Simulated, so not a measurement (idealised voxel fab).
Process module heading - voxel spacer lines
cross-section cut | 245 nm wide | cells 5 nm
Format of a cross-section: grid, square cells. Given as bands. Order: top down. Band: one or more rows of cells. This entry defines a band. It first specifies the height of the band's top and the height of its bottom in nm, and then specifies the band's materials from left to right, stating each material with its width in nm. The word "everywhere" identifies a single material that fills the band from edge to edge, while the word "air" identifies empty space. Zero point of the height axis is 0; under it, received wafer = one material. Lowest band: continues down indefinitely, "z 0 and below". Top row gets the first number, bottom row gets the second, and each row in between changes by the same step: that is how a band width like "30 to 40" works. It should be understood that the words "no change", when stated for a given step, signify that the cross-section underwent no change in any of its cells during that step. You'll see "Enclosed void catalog" listing empty spaces that have no way open to the top, as long as they're 8 cells or more; the notation is width x height at distance, where the distance is from the left edge, and all of it is in nm. The remark found on a step's line after its settings is issued by the simulator itself and pertains to that step. "overlay nm" on a masked step: distance the mask lay right of its planned place, negative for left.
-- Process steps (planned)
1 op RECEIVE | material Si
2 op CONFORMAL_DEP | material Al2O3 | thk nm 5
3 op DIRECTIONAL_DEP | material TiN | thk nm 10
4 op DIRECTIONAL_DEP | material aC | thk nm 25
5 op PATTERN | tone cover | mask id MANDREL | material resist | width nm 20 | pitch nm 60 | thk nm 30 | overlay nm 0
6 op DIRECTIONAL_ETCH | etch materials aC | depth nm 25
7 op STRIP | etch materials resist
8 op CONFORMAL_DEP | material SiO2 | thk nm 10
9 op DIRECTIONAL_ETCH | etch materials SiO2 | depth nm 10
10 op STRIP | etch materials aC
11 op DIRECTIONAL_ETCH | etch materials TiN | depth nm 10
12 op STRIP | etch materials SiO2
13 op FILL_DEP | material lowk | thk nm 5
14 op CMP | height nm 15
-- Cross-section of the wafer as it came to us, i.e., already through step 1
z 0 and below  Si everywhere
Enclosed void catalog: none
-- Cross-sectional view of the first of the two wafers upon completion of the module, processed in accordance with the plan
z 15 to 5  lowk 70 nm, TiN 10 nm, lowk 20 nm, TiN 10 nm, lowk 20 nm, TiN 10 nm, lowk 20 nm, TiN 10 nm, lowk 75 nm
z 5 to 0  Al2O3 everywhere
z 0 and below  Si everywhere
Enclosed void catalog: none
-- This is the second of the two wafers, cross-sectioned at the end of the module; it started exactly like the first and was given the same plan, but it was run with one mistake
z 15 to 5  lowk 70 nm, TiN 10 nm, lowk 20 nm, TiN 10 nm, lowk 20 nm, TiN 10 nm, lowk 20 nm, TiN 10 nm, lowk 75 nm
z 5 to 0  TiN everywhere
z 0 and below  Si everywhere
Enclosed void catalog: none
What was the processing mistake? not per plan at step 2, really ran op CONFORMAL_DEP | material TiN | thk nm 5
FYI, end of process, the second wafer has more or fewer cells of some materials than the first: Al2O3 -49; TiN +49
